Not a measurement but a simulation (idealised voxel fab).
process module | voxel gate over fins
cross-section cut | 245 nm wide | cells 5 nm
A cross-section is a grid of square cells, given in bands from the top down. A band is one or more rows of cells.
Each band's line starts with the height of the band's top and of its bottom, in nm. Then come its materials from left to right, each with its width in nm. One material with "throughout" fills the band from edge to edge. "air" is empty space.
Height 0 is the level under which the wafer as received is all one material. The lowest band goes on downwards, as in "0 down".
A width such as "30 to 40" changes by the same amount from each row of cells to the next, from the band's top row to its bottom row.
"no change" after a step means that no cell of the cross-section changed.
closed voids: empty space of 8 cells or more with no open way to the top, each as width x height at its distance from the left edge, in nm
after a step's settings: what the simulator itself notes on the step
overlay nm, on a step with a mask: how far to the right of its planned place the mask lay; to the left if negative
plan
1 op RECEIVE | material Si
2 op CONFORMAL_DEP | material SiN | thk nm 5
3 op PATTERN | tone cover | mask id FINS | material resist | width nm 15 | pitch nm 35 | thk nm 15 | overlay nm 0
4 op DIRECTIONAL_ETCH | etch materials SiN | depth nm 5
5 op DIRECTIONAL_ETCH | etch materials Si | depth nm 40
6 op STRIP | etch materials resist
7 op FILL_DEP | material SiO2 | thk nm 10
8 op CMP | height nm 5
9 op SELECTIVE_ETCH | etch materials SiO2 | depth nm 15
10 op STRIP | etch materials SiN
11 op CONFORMAL_DEP | material HfO2 | thk nm 5
12 op CONFORMAL_DEP | material TiN | thk nm 5
13 op FILL_DEP | material W | thk nm 15
14 op CMP | height nm 10
15 op CONFORMAL_DEP | material SiCN | thk nm 5
varied across the wafers: height nm of step 14. The plan shows the first wafer's value. All wafers start alike
first wafer as received, after step 1
  0 down: Si throughout
  closed voids: none
first wafer at the end, after step 15
  15 to 10: SiCN throughout
  10 to 5: W 50 | TiN 140 | W 55
  5 to 0: W 50 | TiN 5 | HfO2 25 | TiN 10 | HfO2 25 | TiN 10 | HfO2 25 | TiN 10 | HfO2 25 | TiN 5 | W 55
  0 to -5: TiN 55 | HfO2 5 | Si 15 | HfO2 5 | TiN 10 | HfO2 5 | Si 15 | HfO2 5 | TiN 10 | HfO2 5 | Si 15 | HfO2 5 | TiN 10 | HfO2 5 | Si 15 | HfO2 5 | TiN 60
  -5 to -10: HfO2 60 | Si 15 | HfO2 20 | Si 15 | HfO2 20 | Si 15 | HfO2 20 | Si 15 | HfO2 65
  -10 to -40: SiO2 60 | Si 15 | SiO2 20 | Si 15 | SiO2 20 | Si 15 | SiO2 20 | Si 15 | SiO2 65
  -40 down: Si throughout
  closed voids: none
last wafer at the end
  30 to 25: SiCN throughout
  25 to 10: W throughout
  10 to 5: W 50 | TiN 140 | W 55
  5 to 0: W 50 | TiN 5 | HfO2 25 | TiN 10 | HfO2 25 | TiN 10 | HfO2 25 | TiN 10 | HfO2 25 | TiN 5 | W 55
  0 to -5: TiN 55 | HfO2 5 | Si 15 | HfO2 5 | TiN 10 | HfO2 5 | Si 15 | HfO2 5 | TiN 10 | HfO2 5 | Si 15 | HfO2 5 | TiN 10 | HfO2 5 | Si 15 | HfO2 5 | TiN 60
  -5 to -10: HfO2 60 | Si 15 | HfO2 20 | Si 15 | HfO2 20 | Si 15 | HfO2 20 | Si 15 | HfO2 65
  -10 to -40: SiO2 60 | Si 15 | SiO2 20 | Si 15 | SiO2 20 | Si 15 | SiO2 20 | Si 15 | SiO2 65
  -40 down: Si throughout
  closed voids: none
each wafer at the end: cells of each material gained (+) or lost (-) since it was received, then its closed voids
height nm 10 | +65 HfO2 | -296 Si | +49 SiCN | +222 SiO2 | +65 TiN | +42 W | closed voids: none
height nm 15 | +65 HfO2 | -296 Si | +49 SiCN | +222 SiO2 | +65 TiN | +91 W | closed voids: none
height nm 20 | +65 HfO2 | -296 Si | +49 SiCN | +222 SiO2 | +65 TiN | +140 W | closed voids: none
height nm 25 | +65 HfO2 | -296 Si | +49 SiCN | +222 SiO2 | +65 TiN | +189 W | closed voids: none
